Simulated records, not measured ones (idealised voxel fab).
This is a process module. Its name is voxel local oxidation.
We display cut, a cross-section 285 nm in width whose square cells are each 5 nm.
In this document a cross-section is written as a grid of square cells. It is given as a series of bands, listed from the top down, and a band is one or more rows of cells. Per band: top height and bottom height in nm, followed by the left-to-right materials and their widths in nm; "everywhere" marks a single material spanning edge to edge, "blank" marks empty space. Height datum 0, below which the as-received substrate wafer is one material. Lowest band open at the bottom, running downward: "top 0, no bottom". A two-number width, for instance "30 to 40", indicates that the width is equal to the first number in the top row of the band and to the second number in the bottom row, and that it changes by a constant amount per row of cells. Where the words "identical to before" appear for a step, the cross-section shows no cell changed by that step; every cell remained as before. In the "Closed void listing" entry, you get each enclosed empty space of 8 cells or more, one with no open way to the top, written width x height at distance, distance from the left edge, in nm. If you see something after the settings on a step's line, that's the simulator's own remark about that step. You can add "overlay nm" to a step's line. For a step with a mask, it describes how far the mask lay to the right of its planned position, and a negative number describes a lay to the left.
### Process steps (planned)
step 1: RECEIVE (material Si)
step 2: CONFORMAL_DEP (material SiO2; thk nm 5)
step 3: CONFORMAL_DEP (material SiN; thk nm 10)
step 4: MASKED_ETCH (tone cover; mask id ACTIVE; width nm 110; etch materials SiN; depth nm 10; overlay nm 0)
step 5: SELECTIVE_ETCH (etch materials SiO2; depth nm 5)
step 6: OXIDIZE (depth nm 15)
step 7: STRIP (etch materials SiN)
### Delivered wafer in cross-section: state after step 1
- top 0, no bottom  Si everywhere
- Closed void listing: none
### Same starting wafer, same plan as above, one mistake in the execution; this is the cross-section at the end of the module
- top 5, bottom 0  85 nm blank  110 nm SiO2  90 nm blank
- top 0, bottom -15  100 nm SiO2  80 nm Si  105 nm SiO2
- top -15, no bottom  Si everywhere
- Closed void listing: none
What was the processing mistake? step 4, actual vs plan mismatch, actual run MASKED_ETCH (tone cover; mask id ACTIVE; width nm 120; etch materials SiN; depth nm 10; overlay nm 0)
